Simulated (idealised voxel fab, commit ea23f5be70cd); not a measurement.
Name of the process module below: voxel ribs on slabs
In the cross-section labelled cut, the width is 195 nm and each square cell is 5 nm.
A cross-section is a grid of square cells, given in bands from the top down. A band is one or more rows of cells.
Top, bottom (nm), then materials left to right with widths (nm); lone material tagged "throughout" fills the whole band edge to edge; "blank" = empty space.
We count height from 0. Below that, the starting wafer is all one material. The lowest band never ends at the bottom but goes on down; see "0..down" for how that is written.
Graded width ("30..40"): value in top row of band = first number; value in bottom row = second number; row-to-row change constant.
Reading "left unchanged" for a step: not a cell of the cross-section changed in it.
Empty spaces counting at least 8 cells and having no open way to the top are listed in "Closed internal cavities". The notation width x height at distance is used for each, the distance being from the left edge and all three values in nm.
On each step's line, the part that comes after the settings is the simulator's own comment on the step.
"overlay nm" on a masked step: distance the mask lay right of its planned place, negative for left.

So here's the lineup of process steps we planned:
1,RECEIVE [material Si]
2,DIRECTIONAL_DEP [material SiO2] [thk nm 20]
3,DIRECTIONAL_DEP [material SiN] [thk nm 20]
4,PATTERN [tone cover] [mask id RIB] [material resist] [width nm 30] [thk nm 20] [overlay nm 0]
5,DIRECTIONAL_ETCH [etch materials SiN] [depth nm 10]
6,STRIP [etch materials resist]
7,PATTERN [tone cover] [mask id SLAB] [material resist] [width nm 60] [thk nm 15] [overlay nm 0]
8,DIRECTIONAL_ETCH [etch materials SiN] [depth nm 10]
9,STRIP [etch materials resist]
10,FILL_DEP [material SiO2] [thk nm 25]
11,CMP [height nm 55]
12,DIRECTIONAL_DEP [material W] [thk nm 5]
13,PATTERN [tone cover] [mask id HEATER] [material resist] [width nm 40] [thk nm 20] [overlay nm 0]
14,DIRECTIONAL_ETCH [etch materials W] [depth nm 5]
15,STRIP [etch materials resist]
16,CONFORMAL_DEP [material SiN] [thk nm 5]

The first of the two wafers, which ran as planned:

Cross-section: wafer on arrival = after step 1:
- 0..down  Si throughout
- Closed internal cavities: none

The wafer, seen in cross-section, after step 2:
- 20..0  SiO2 throughout
- Below a height of 0, the structure has not been altered.

The wafer, seen in cross-section, after step 3:
- 40..20  SiN throughout
- Below a height of 20, the structure has not been altered.

The wafer, seen in cross-section, after step 4:
- 60..40  80 of blank | 30 of resist | 85 of blank
- Below a height of 40, the structure has not been altered.

The wafer, seen in cross-section, after step 5:
- 60..40  80 of blank | 30 of resist | 85 of blank
- 40..30  80 of blank | 30 of SiN | 85 of blank
- Below a height of 30, the structure has not been altered.

The wafer, seen in cross-section, after step 6:
- 40..30  80 of blank | 30 of SiN | 85 of blank
- Below a height of 30, the structure has not been altered.

The wafer, seen in cross-section, after step 7:
- 55..40  65 of blank | 60 of resist | 70 of blank
- 40..30  65 of blank | 15 of resist | 30 of SiN | 15 of resist | 70 of blank
- Below a height of 30, the structure has not been altered.

The wafer, seen in cross-section, after step 8:
- 55..40  65 of blank | 60 of resist | 70 of blank
- 40..30  65 of blank | 15 of resist | 30 of SiN | 15 of resist | 70 of blank
- 30..20  65 of blank | 60 of SiN | 70 of blank
- Below a height of 20, the structure has not been altered.

The wafer, seen in cross-section, after step 9:
- 40..30  80 of blank | 30 of SiN | 85 of blank
- Below a height of 30, the structure has not been altered.

The wafer, seen in cross-section, after step 10:
- 65..40  SiO2 throughout
- 40..30  80 of SiO2 | 30 of SiN | 85 of SiO2
- 30..20  65 of SiO2 | 60 of SiN | 70 of SiO2
- Below a height of 20, the structure has not been altered.

The wafer, seen in cross-section, after step 11:
- 55..40  SiO2 throughout
- Below a height of 40, the structure has not been altered.

The wafer, seen in cross-section, after step 12:
- 60..55  W throughout
- Below a height of 55, the structure has not been altered.

The wafer, seen in cross-section, after step 13:
- 80..60  75 of blank | 40 of resist | 80 of blank
- Below a height of 60, the structure has not been altered.

The wafer, seen in cross-section, after step 14:
- 80..60  75 of blank | 40 of resist | 80 of blank
- 60..55  75 of blank | 40 of W | 80 of blank
- Below a height of 55, the structure has not been altered.

The wafer, seen in cross-section, after step 15:
- 60..55  75 of blank | 40 of W | 80 of blank
- Below a height of 55, the structure has not been altered.

The wafer, seen in cross-section, after step 16:
- 65..60  70 of blank | 50 of SiN | 75 of blank
- 60..55  75 of SiN | 40 of W | 80 of SiN
- Below a height of 55, the structure has not been altered.

Companion wafer, the second of two: same beginning, same intended sequence, one mistake in carrying it out; through step 4 inclusive it tracks the first exactly:

Second wafer at the planned finish of step 5, seen in cross-section:
- 60..40  80 of blank | 30 of resist | 85 of blank
- 40..25  80 of blank | 30 of SiN | 85 of blank
- Below a height of 25, the structure has not been altered.

Second wafer at the planned finish of step 6, seen in cross-section:
- 40..25  80 of blank | 30 of SiN | 85 of blank
- Below a height of 25, the structure has not been altered.

Second wafer at the planned finish of step 7, seen in cross-section:
- 55..40  65 of blank | 60 of resist | 70 of blank
- 40..25  65 of blank | 15 of resist | 30 of SiN | 15 of resist | 70 of blank
- Below a height of 25, the structure has not been altered.

Second wafer at the planned finish of step 8, seen in cross-section:
- 55..40  65 of blank | 60 of resist | 70 of blank
- 40..25  65 of blank | 15 of resist | 30 of SiN | 15 of resist | 70 of blank
- 25..20  65 of blank | 60 of SiN | 70 of blank
- Below a height of 20, the structure has not been altered.

Second wafer at the planned finish of step 9, seen in cross-section:
- 40..25  80 of blank | 30 of SiN | 85 of blank
- Below a height of 25, the structure has not been altered.

Second wafer at the planned finish of step 10, seen in cross-section:
- 65..40  SiO2 throughout
- 40..25  80 of SiO2 | 30 of SiN | 85 of SiO2
- 25..20  65 of SiO2 | 60 of SiN | 70 of SiO2
- Below a height of 20, the structure has not been altered.

Second wafer at the planned finish of step 11, seen in cross-section:
- 55..40  SiO2 throughout
- Below a height of 40, the structure has not been altered.

Second wafer at the planned finish of step 12, seen in cross-section:
- 60..55  W throughout
- Below a height of 55, the structure has not been altered.

Second wafer at the planned finish of step 13, seen in cross-section:
- 80..60  75 of blank | 40 of resist | 80 of blank
- Below a height of 60, the structure has not been altered.

Second wafer at the planned finish of step 14, seen in cross-section:
- 80..60  75 of blank | 40 of resist | 80 of blank
- 60..55  75 of blank | 40 of W | 80 of blank
- Below a height of 55, the structure has not been altered.

Second wafer at the planned finish of step 15, seen in cross-section:
- 60..55  75 of blank | 40 of W | 80 of blank
- Below a height of 55, the structure has not been altered.

Second wafer at the planned finish of step 16, seen in cross-section:
- 65..60  70 of blank | 50 of SiN | 75 of blank
- 60..55  75 of SiN | 40 of W | 80 of SiN
- Below a height of 55, the structure has not been altered.
In executing the process, a mistake was made relative to the plan: the process deviated at step 5: the operation and settings actually run there were DIRECTIONAL_ETCH [etch materials SiN] [depth nm 15]
Bottom line after processing is that, in cells, the second wafer is up or down on some materials versus the first: SiN -6, SiO2 +6
